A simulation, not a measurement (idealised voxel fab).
process module | voxel trench capacitor
Cross-section cut: width 210 nm, square cells of 5 nm.
For the purposes of this document, a cross-section shall be understood as a grid of square cells, specified as bands listed in top-to-bottom order, each band consisting of one or more rows of cells. Band: top height; bottom height; in nm. Then, left to right: material with width in nm, for each material. "throughout": a single material spanning edge to edge. "blank": empty space. Height datum 0, below which the as-received substrate wafer is one material. Lowest band open at the bottom, running downward: "from 0 down". So if you see something like "30 to 40" for the width, read it as the top row of the band sitting at the first number and the bottom row at the second, with every row in between moving by the same amount as the last. Any step labelled "no change occurred" changed none of the cells in the cross-section. Basically, "Entrapped voids" tells you about the enclosed voids: empty spaces with no open way to the top, 8 cells or bigger, each written width x height at distance, where distance is from the left edge, all in nm. If you see something after the settings on a step's line, that's the simulator's own remark about that step. Steps that use a mask can have "overlay nm" on their line. It says how far the mask sat to the right of where it was meant to be. Negative means to the left.
Planned process steps:
1,RECEIVE with material Si
2,CONFORMAL_DEP with material SiN, thk nm 10
3,DIRECTIONAL_DEP with material aC, thk nm 10
4,PATTERN with tone open, mask id TRENCH, material resist, width nm 15, pitch nm 30, thk nm 30, overlay nm 0
5,DIRECTIONAL_ETCH with etch materials aC, depth nm 10
6,STRIP with etch materials resist
7,DIRECTIONAL_ETCH with etch materials SiN, depth nm 10
8,DIRECTIONAL_ETCH with etch materials Si, depth nm 30
9,STRIP with etch materials aC
10,CONFORMAL_DEP with material SiO2, thk nm 5
11,FILL_DEP with material polySi, thk nm 10
12,CMP with height nm 10
So this is the incoming wafer in cross-section - it's already been through step 1:
  from 0 down  Si throughout
  Entrapped voids: none
End-of-module XS, first of two wafers, run as planned:
  from 10 to 0  65 SiN | 5 SiO2 | 5 polySi | 5 SiO2 | 15 SiN | 5 SiO2 | 5 polySi | 5 SiO2 | 15 SiN | 5 SiO2 | 5 polySi | 5 SiO2 | 70 SiN
  from 0 to -25  65 Si | 5 SiO2 | 5 polySi | 5 SiO2 | 15 Si | 5 SiO2 | 5 polySi | 5 SiO2 | 15 Si | 5 SiO2 | 5 polySi | 5 SiO2 | 70 Si
  from -25 to -30  65 Si | 15 SiO2 | 15 Si | 15 SiO2 | 15 Si | 15 SiO2 | 70 Si
  from -30 down  Si throughout
  Entrapped voids: none
Wafer two (of two), end-of-module cross-section: start = wafer one, plan = wafer one, one run mistake:
  from 15 to 10  70 SiO2 | 5 polySi | 25 SiO2 | 5 polySi | 25 SiO2 | 5 polySi | 75 SiO2
  from 10 to 0  65 SiN | 5 SiO2 | 5 polySi | 5 SiO2 | 15 SiN | 5 SiO2 | 5 polySi | 5 SiO2 | 15 SiN | 5 SiO2 | 5 polySi | 5 SiO2 | 70 SiN
  from 0 to -25  65 Si | 5 SiO2 | 5 polySi | 5 SiO2 | 15 Si | 5 SiO2 | 5 polySi | 5 SiO2 | 15 Si | 5 SiO2 | 5 polySi | 5 SiO2 | 70 Si
  from -25 to -30  65 Si | 15 SiO2 | 15 Si | 15 SiO2 | 15 Si | 15 SiO2 | 70 Si
  from -30 down  Si throughout
  Entrapped voids: none
Nonconformance to the process plan: off-plan run, step 12, actual operation and settings CMP with height nm 15
End check, counted in cells, second wafer has more or fewer of these materials than the first: SiO2: 39 more; polySi: 3 more
